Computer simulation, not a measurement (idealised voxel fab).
process module | voxel quadruple lines
cross-section cut | 265 nm wide | cells 5 nm
A cross-section is a grid of square cells, given in bands from the top down. A band is one or more rows of cells.
Each band's line starts with the height of the band's top and of its bottom, in nm. Then come its materials from left to right, each with its width in nm. One material with "throughout" fills the band from edge to edge. "air" is empty space.
Height 0 is the level under which the wafer as received is all one material. The lowest band goes on downwards, as in "0 down".
A width such as "30 to 40" changes by the same amount from each row of cells to the next, from the band's top row to its bottom row.
"no change" after a step means that no cell of the cross-section changed.
closed voids: empty space of 8 cells or more with no open way to the top, each as width x height at its distance from the left edge, in nm
after a step's settings: what the simulator itself notes on the step
overlay nm, on a step with a mask: how far to the right of its planned place the mask lay; to the left if negative
plan
1 op RECEIVE | material Si
2 op CONFORMAL_DEP | material SiO2 | thk nm 10
3 op DIRECTIONAL_DEP | material Ru | thk nm 15
4 op DIRECTIONAL_DEP | material polySi | thk nm 20
5 op DIRECTIONAL_DEP | material aC | thk nm 25
6 op PATTERN | tone cover | mask id MANDREL | material resist | width nm 25 | thk nm 35 | overlay nm 0
7 op DIRECTIONAL_ETCH | etch materials aC | depth nm 25
8 op STRIP | etch materials resist
9 op CONFORMAL_DEP | material SiO2 | thk nm 15
10 op DIRECTIONAL_ETCH | etch materials SiO2 | depth nm 15
11 op STRIP | etch materials aC
12 op DIRECTIONAL_ETCH | etch materials polySi | depth nm 20
13 op STRIP | etch materials SiO2
14 op CONFORMAL_DEP | material SiN | thk nm 5
15 op DIRECTIONAL_ETCH | etch materials SiN | depth nm 5
16 op STRIP | etch materials polySi
17 op DIRECTIONAL_ETCH | etch materials Ru | depth nm 15
18 op STRIP | etch materials SiN
as received, after step 1
  0 down: Si throughout
  closed voids: none
first wafer at the end, as planned
  25 to 10: air 100 | Ru 5 | air 15 | Ru 5 | air 15 | Ru 5 | air 15 | Ru 5 | air 100
  10 to 0: SiO2 throughout
  0 down: Si throughout
  closed voids: none
second wafer at the end: like start, like plan, one mistake
  50 to 25: aC throughout
  25 to 10: Ru throughout
  10 to 0: SiO2 throughout
  0 down: Si throughout
  closed voids: none
what went wrong: steps 4 and 5 were swapped
at the end the second wafer has, in cells: 147 more of Ru | 265 more of aC
